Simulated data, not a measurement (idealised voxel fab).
The following is a process module called voxel capacitor over wiring.
The width of the displayed cross-section, cut, is 210 nm; its cells are square, with a size of 5 nm.
Reading order for cross-sections: top band down to bottom band. Underlying form: a grid of square cells. Band size: one or more rows of cells. Per band: top height and bottom height in nm, followed by the left-to-right materials and their widths in nm; "full width" marks a single material spanning edge to edge, "air" marks empty space. Heights are expressed relative to 0, this being the level below which the as-received wafer comprises one material exclusively. The lowest band is unbounded in the downward direction and is denoted as in "0 and below". A width such as "30 to 40" changes by the same amount from each row of cells to the next, from the band's top row to its bottom row. For the purposes of this document, the phrase "nothing was modified" attached to a step denotes that no cell within the cross-section was modified by that step. "Closed void listing" - sealed voids, min. 8 cells, no opening to top; format: width x height at distance (distance from left edge; nm throughout). On each step's line, the part that comes after the settings is the simulator's own comment on the step. overlay nm, on a step with a mask: how far to the right of its planned place the mask lay; to the left if negative.
-- The process steps that were planned are listed below
1. RECEIVE, material Si
2. CONFORMAL_DEP, material SiO2, thk nm 15
3. DIRECTIONAL_DEP, material TiN, thk nm 5
4. DIRECTIONAL_DEP, material W, thk nm 20
5. PATTERN, tone cover, mask id METAL_1, material resist, width nm 25, pitch nm 85, thk nm 15, overlay nm 0
6. DIRECTIONAL_ETCH, etch materials W, depth nm 20
7. DIRECTIONAL_ETCH, etch materials TiN, depth nm 5
8. STRIP, etch materials resist
9. CONFORMAL_DEP, material SiN, thk nm 5
10. FILL_DEP, material lowk, thk nm 5
11. CMP, height nm 40
12. CONFORMAL_DEP, material SiCN, thk nm 5
13. DIRECTIONAL_DEP, material lowk, thk nm 15
14. DIRECTIONAL_DEP, material aC, thk nm 15
15. PATTERN, tone open, mask id PLUG_1, material resist, width nm 15, thk nm 30, overlay nm 0
16. DIRECTIONAL_ETCH, etch materials aC, depth nm 15
17. STRIP, etch materials resist
18. DIRECTIONAL_ETCH, etch materials lowk, depth nm 15
19. DIRECTIONAL_ETCH, etch materials SiCN, depth nm 5
20. STRIP, etch materials aC
21. EPI, material Ru, thk nm 10
22. EPI, material Ru, thk nm 10
23. DIRECTIONAL_DEP, material TiN, thk nm 10
24. DIRECTIONAL_DEP, material SiN, thk nm 5
25. DIRECTIONAL_DEP, material TiN, thk nm 5
26. PATTERN, tone cover, mask id UPPER_PLATE, material resist, width nm 65, thk nm 15, overlay nm 0
27. DIRECTIONAL_ETCH, etch materials TiN, depth nm 5
28. DIRECTIONAL_ETCH, etch materials SiN, depth nm 5
29. STRIP, etch materials resist
30. PATTERN, tone cover, mask id LOWER_PLATE, material resist, width nm 75, thk nm 20, overlay nm 0
31. DIRECTIONAL_ETCH, etch materials TiN, depth nm 10
32. STRIP, etch materials resist
33. FILL_DEP, material SiO2, thk nm 15
34. CMP, height nm 90
35. DIRECTIONAL_DEP, material aC, thk nm 10
36. PATTERN, tone open, mask id PLUG_2, material resist, width nm 15, thk nm 30, overlay nm 0
37. DIRECTIONAL_ETCH, etch materials aC, depth nm 10
38. STRIP, etch materials resist
39. DIRECTIONAL_ETCH, etch materials SiO2, depth nm 10
40. STRIP, etch materials aC
41. CONFORMAL_DEP, material TiN, thk nm 5
42. FILL_DEP, material Ru, thk nm 10
43. CMP, height nm 90
44. CONFORMAL_DEP, material SiCN, thk nm 5
-- Of two wafers, the first: run according to plan
-- Cross-section of the incoming wafer, state after step 1
- 0 and below: Si full width
- Closed void listing: none
-- after step 2
- 15 down to 0: SiO2 full width
- Below a height of 0, the structure has not been altered.
-- after step 3
- 20 down to 15: TiN full width
- Below a height of 15, the structure has not been altered.
-- after step 4
- 40 down to 20: W full width
- Below a height of 20, the structure has not been altered.
-- after step 5
- 55 down to 40: 50 air | 25 resist | 60 air | 25 resist | 50 air
- Below a height of 40, the structure has not been altered.
-- after step 6
- 55 down to 40: 50 air | 25 resist | 60 air | 25 resist | 50 air
- 40 down to 20: 50 air | 25 W | 60 air | 25 W | 50 air
- Below a height of 20, the structure has not been altered.
-- after step 7
- 55 down to 40: 50 air | 25 resist | 60 air | 25 resist | 50 air
- 40 down to 20: 50 air | 25 W | 60 air | 25 W | 50 air
- 20 down to 15: 50 air | 25 TiN | 60 air | 25 TiN | 50 air
- Below a height of 15, the structure has not been altered.
-- after step 8
- 40 down to 20: 50 air | 25 W | 60 air | 25 W | 50 air
- Below a height of 20, the structure has not been altered.
-- after step 9
- 45 down to 40: 45 air | 35 SiN | 50 air | 35 SiN | 45 air
- 40 down to 20: 45 air | 5 SiN | 25 W | 5 SiN | 50 air | 5 SiN | 25 W | 5 SiN | 45 air
- 20 down to 15: 50 SiN | 25 TiN | 60 SiN | 25 TiN | 50 SiN
- Below a height of 15, the structure has not been altered.
-- after step 10
- 50 down to 45: lowk full width
- 45 down to 40: 45 lowk | 35 SiN | 50 lowk | 35 SiN | 45 lowk
- 40 down to 20: 45 lowk | 5 SiN | 25 W | 5 SiN | 50 lowk | 5 SiN | 25 W | 5 SiN | 45 lowk
- Below a height of 20, the structure has not been altered.
-- after step 11
- 40 down to 20: 45 lowk | 5 SiN | 25 W | 5 SiN | 50 lowk | 5 SiN | 25 W | 5 SiN | 45 lowk
- Below a height of 20, the structure has not been altered.
-- after step 12
- 45 down to 40: SiCN full width
- Below a height of 40, the structure has not been altered.
-- after step 13
- 60 down to 45: lowk full width
- Below a height of 45, the structure has not been altered.
-- after step 14
- 75 down to 60: aC full width
- Below a height of 60, the structure has not been altered.
-- after step 15
- 105 down to 75: 60 resist | 15 air | 135 resist
- Below a height of 75, the structure has not been altered.
-- after step 16
- 90 down to 75: 60 resist | 15 air | 135 resist
- 75 down to 60: 60 aC | 15 air | 135 aC
- Below a height of 60, the structure has not been altered.
-- after step 17
- 75 down to 60: 60 aC | 15 air | 135 aC
- Below a height of 60, the structure has not been altered.
-- after step 18
- 75 down to 60: 60 aC | 15 air | 135 aC
- 60 down to 45: 60 lowk | 15 air | 135 lowk
- Below a height of 45, the structure has not been altered.
-- after step 19
- 75 down to 60: 60 aC | 15 air | 135 aC
- 60 down to 45: 60 lowk | 15 air | 135 lowk
- 45 down to 40: 60 SiCN | 15 air | 135 SiCN
- Below a height of 40, the structure has not been altered.
-- after step 20
- 60 down to 45: 60 lowk | 15 air | 135 lowk
- Below a height of 45, the structure has not been altered.
-- after step 21
- 60 down to 50: 60 lowk | 15 air | 135 lowk
- 50 down to 45: 60 lowk | 15 Ru | 135 lowk
- 45 down to 40: 60 SiCN | 15 Ru | 135 SiCN
- Below a height of 40, the structure has not been altered.
-- after step 22
- 60 down to 45: 60 lowk | 15 Ru | 135 lowk
- Below a height of 45, the structure has not been altered.
-- after step 23
- 70 down to 60: TiN full width
- Below a height of 60, the structure has not been altered.
-- after step 24
- 75 down to 70: SiN full width
- Below a height of 70, the structure has not been altered.
-- after step 25
- 80 down to 75: TiN full width
- Below a height of 75, the structure has not been altered.
-- after step 26
- 95 down to 80: 60 air | 65 resist | 85 air
- Below a height of 80, the structure has not been altered.
-- after step 27
- 95 down to 80: 60 air | 65 resist | 85 air
- 80 down to 75: 60 air | 65 TiN | 85 air
- Below a height of 75, the structure has not been altered.
-- after step 28
- 95 down to 80: 60 air | 65 resist | 85 air
- 80 down to 75: 60 air | 65 TiN | 85 air
- 75 down to 70: 60 air | 65 SiN | 85 air
- Below a height of 70, the structure has not been altered.
-- after step 29
- 80 down to 75: 60 air | 65 TiN | 85 air
- Below a height of 75, the structure has not been altered.
-- after step 30
- 100 down to 80: 55 air | 75 resist | 80 air
- 80 down to 75: 55 air | 5 resist | 65 TiN | 5 resist | 80 air
- 75 down to 70: 55 air | 5 resist | 65 SiN | 5 resist | 80 air
- Below a height of 70, the structure has not been altered.
-- after step 31
- 100 down to 80: 55 air | 75 resist | 80 air
- 80 down to 75: 55 air | 5 resist | 65 TiN | 5 resist | 80 air
- 75 down to 70: 55 air | 5 resist | 65 SiN | 5 resist | 80 air
- 70 down to 60: 55 air | 75 TiN | 80 air
- Below a height of 60, the structure has not been altered.
-- after step 32
- 80 down to 75: 60 air | 65 TiN | 85 air
- 75 down to 70: 60 air | 65 SiN | 85 air
- Below a height of 70, the structure has not been altered.
-- after step 33
- 95 down to 80: SiO2 full width
- 80 down to 75: 60 SiO2 | 65 TiN | 85 SiO2
- 75 down to 70: 60 SiO2 | 65 SiN | 85 SiO2
- 70 down to 60: 55 SiO2 | 75 TiN | 80 SiO2
- Below a height of 60, the structure has not been altered.
-- after step 34
- 90 down to 80: SiO2 full width
- Below a height of 80, the structure has not been altered.
-- after step 35
- 100 down to 90: aC full width
- Below a height of 90, the structure has not been altered.
-- after step 36
- 130 down to 100: 70 resist | 15 air | 125 resist
- Below a height of 100, the structure has not been altered.
-- after step 37
- 120 down to 100: 70 resist | 15 air | 125 resist
- 100 down to 90: 70 aC | 15 air | 125 aC
- Below a height of 90, the structure has not been altered.
-- after step 38
- 100 down to 90: 70 aC | 15 air | 125 aC
- Below a height of 90, the structure has not been altered.
-- after step 39
- 100 down to 90: 70 aC | 15 air | 125 aC
- 90 down to 80: 70 SiO2 | 15 air | 125 SiO2
- Below a height of 80, the structure has not been altered.
-- after step 40
- 90 down to 80: 70 SiO2 | 15 air | 125 SiO2
- Below a height of 80, the structure has not been altered.
-- after step 41
- 95 down to 90: 75 TiN | 5 air | 130 TiN
- 90 down to 85: 70 SiO2 | 5 TiN | 5 air | 5 TiN | 125 SiO2
- 85 down to 75: 70 to 60 SiO2 | 15 to 65 TiN | 125 to 85 SiO2
- Below a height of 75, the structure has not been altered.
-- after step 42
- 105 down to 95: Ru full width
- 95 down to 90: 75 TiN | 5 Ru | 130 TiN
- 90 down to 85: 70 SiO2 | 5 TiN | 5 Ru | 5 TiN | 125 SiO2
- Below a height of 85, the structure has not been altered.
-- after step 43
- 90 down to 85: 70 SiO2 | 5 TiN | 5 Ru | 5 TiN | 125 SiO2
- Below a height of 85, the structure has not been altered.
-- after step 44
- 95 down to 90: SiCN full width
- Below a height of 90, the structure has not been altered.
-- Second wafer. Start and plan as for the first. One mistake made in running. Agrees with the first up to and including step 12
-- Cross-section of the second wafer when, according to plan, step 13 should have finished
- 75 down to 45: lowk full width
- Below a height of 45, the structure has not been altered.
-- Cross-section of the second wafer when, according to plan, step 14 should have finished
- 90 down to 75: aC full width
- Below a height of 75, the structure has not been altered.
-- Cross-section of the second wafer when, according to plan, step 15 should have finished
- 120 down to 90: 60 resist | 15 air | 135 resist
- Below a height of 90, the structure has not been altered.
-- Cross-section of the second wafer when, according to plan, step 16 should have finished
- 105 down to 90: 60 resist | 15 air | 135 resist
- 90 down to 75: 60 aC | 15 air | 135 aC
- Below a height of 75, the structure has not been altered.
-- Cross-section of the second wafer when, according to plan, step 17 should have finished
- 90 down to 75: 60 aC | 15 air | 135 aC
- Below a height of 75, the structure has not been altered.
-- Cross-section of the second wafer when, according to plan, step 18 should have finished
- 90 down to 75: 60 aC | 15 air | 135 aC
- 75 down to 60: 60 lowk | 15 air | 135 lowk
- Below a height of 60, the structure has not been altered.
Cross-section of the second wafer when, according to plan, step 19 should have finished: nothing was modified
-- Cross-section of the second wafer when, according to plan, step 20 should have finished
- 75 down to 60: 60 lowk | 15 air | 135 lowk
- Below a height of 60, the structure has not been altered.
Cross-section of the second wafer when, according to plan, step 21 should have finished: nothing was modified
Cross-section of the second wafer when, according to plan, step 22 should have finished: nothing was modified
-- Cross-section of the second wafer when, according to plan, step 23 should have finished
- 85 down to 75: 60 TiN | 15 air | 135 TiN
- 75 down to 70: 60 lowk | 15 air | 135 lowk
- 70 down to 60: 60 lowk | 15 TiN | 135 lowk
- Below a height of 60, the structure has not been altered.
-- Cross-section of the second wafer when, according to plan, step 24 should have finished
- 90 down to 85: 60 SiN | 15 air | 135 SiN
- 85 down to 75: 60 TiN | 15 air | 135 TiN
- 75 down to 70: 60 lowk | 15 SiN | 135 lowk
- Below a height of 70, the structure has not been altered.
-- Cross-section of the second wafer when, according to plan, step 25 should have finished
- 95 down to 90: 60 TiN | 15 air | 135 TiN
- 90 down to 85: 60 SiN | 15 air | 135 SiN
- 85 down to 80: 60 TiN | 15 air | 135 TiN
- 80 down to 75: TiN full width
- Below a height of 75, the structure has not been altered.
-- Cross-section of the second wafer when, according to plan, step 26 should have finished
- 110 down to 95: 60 air | 65 resist | 85 air
- 95 down to 90: 60 TiN | 15 resist | 135 TiN
- 90 down to 85: 60 SiN | 15 resist | 135 SiN
- 85 down to 80: 60 TiN | 15 resist | 135 TiN
- Below a height of 80, the structure has not been altered.
-- Cross-section of the second wafer when, according to plan, step 27 should have finished
- 110 down to 95: 60 air | 65 resist | 85 air
- 95 down to 90: 60 air | 15 resist | 50 TiN | 85 air
- Below a height of 90, the structure has not been altered.
-- Cross-section of the second wafer when, according to plan, step 28 should have finished
- 110 down to 95: 60 air | 65 resist | 85 air
- 95 down to 90: 60 air | 15 resist | 50 TiN | 85 air
- 90 down to 85: 60 air | 15 resist | 50 SiN | 85 air
- Below a height of 85, the structure has not been altered.
-- Cross-section of the second wafer when, according to plan, step 29 should have finished
- 95 down to 90: 75 air | 50 TiN | 85 air
- 90 down to 85: 75 air | 50 SiN | 85 air
- 85 down to 80: 60 TiN | 15 air | 135 TiN
- Below a height of 80, the structure has not been altered.
-- Cross-section of the second wafer when, according to plan, step 30 should have finished
- 115 down to 95: 55 air | 75 resist | 80 air
- 95 down to 90: 55 air | 20 resist | 50 TiN | 5 resist | 80 air
- 90 down to 85: 55 air | 20 resist | 50 SiN | 5 resist | 80 air
- 85 down to 80: 60 TiN | 15 resist | 135 TiN
- Below a height of 80, the structure has not been altered.
-- Cross-section of the second wafer when, according to plan, step 31 should have finished
- 115 down to 95: 55 air | 75 resist | 80 air
- 95 down to 90: 55 air | 20 resist | 50 TiN | 5 resist | 80 air
- 90 down to 85: 55 air | 20 resist | 50 SiN | 5 resist | 80 air
- 85 down to 80: 55 air | 5 TiN | 15 resist | 55 TiN | 80 air
- 80 down to 75: 55 air | 75 TiN | 80 air
- Below a height of 75, the structure has not been altered.
-- Cross-section of the second wafer when, according to plan, step 32 should have finished
- 95 down to 90: 75 air | 50 TiN | 85 air
- 90 down to 85: 75 air | 50 SiN | 85 air
- 85 down to 80: 55 air | 5 TiN | 15 air | 55 TiN | 80 air
- Below a height of 80, the structure has not been altered.
-- Cross-section of the second wafer when, according to plan, step 33 should have finished
- 110 down to 95: SiO2 full width
- 95 down to 90: 75 SiO2 | 50 TiN | 85 SiO2
- 90 down to 85: 75 SiO2 | 50 SiN | 85 SiO2
- 85 down to 80: 55 SiO2 | 5 TiN | 15 SiO2 | 55 TiN | 80 SiO2
- 80 down to 75: 55 SiO2 | 75 TiN | 80 SiO2
- Below a height of 75, the structure has not been altered.
-- Cross-section of the second wafer when, according to plan, step 34 should have finished
- 90 down to 85: 75 SiO2 | 50 SiN | 85 SiO2
- Below a height of 85, the structure has not been altered.
-- Cross-section of the second wafer when, according to plan, step 35 should have finished
- 100 down to 90: aC full width
- Below a height of 90, the structure has not been altered.
-- Cross-section of the second wafer when, according to plan, step 36 should have finished
- 130 down to 100: 70 resist | 15 air | 125 resist
- Below a height of 100, the structure has not been altered.
-- Cross-section of the second wafer when, according to plan, step 37 should have finished
- 120 down to 100: 70 resist | 15 air | 125 resist
- 100 down to 90: 70 aC | 15 air | 125 aC
- Below a height of 90, the structure has not been altered.
-- Cross-section of the second wafer when, according to plan, step 38 should have finished
- 100 down to 90: 70 aC | 15 air | 125 aC
- Below a height of 90, the structure has not been altered.
-- Cross-section of the second wafer when, according to plan, step 39 should have finished
- 100 down to 90: 70 aC | 15 air | 125 aC
- 90 down to 85: 70 SiO2 | 5 air | 50 SiN | 85 SiO2
- 85 down to 80: 55 SiO2 | 5 TiN | 10 SiO2 | 5 air | 55 TiN | 80 SiO2
- Below a height of 80, the structure has not been altered.
-- Cross-section of the second wafer when, according to plan, step 40 should have finished
- 90 down to 85: 70 SiO2 | 5 air | 50 SiN | 85 SiO2
- Below a height of 85, the structure has not been altered.
-- Cross-section of the second wafer when, according to plan, step 41 should have finished
- 95 down to 90: TiN full width
- 90 down to 85: 70 SiO2 | 5 TiN | 50 SiN | 85 SiO2
- 85 down to 80: 55 SiO2 | 5 TiN | 10 SiO2 | 60 TiN | 80 SiO2
- Below a height of 80, the structure has not been altered.
-- Cross-section of the second wafer when, according to plan, step 42 should have finished
- 105 down to 95: Ru full width
- Below a height of 95, the structure has not been altered.
-- Cross-section of the second wafer when, according to plan, step 43 should have finished
- 90 down to 85: 70 SiO2 | 5 TiN | 50 SiN | 85 SiO2
- Below a height of 85, the structure has not been altered.
-- Cross-section of the second wafer when, according to plan, step 44 should have finished
- 95 down to 90: SiCN full width
- Below a height of 90, the structure has not been altered.
Run error: step 13 of the plan saw execution twice
Final comparison by cell count, materials where the second wafer has more or fewer than the first: -13 Ru; +3 SiCN; -103 SiO2; -13 TiN; +126 lowk
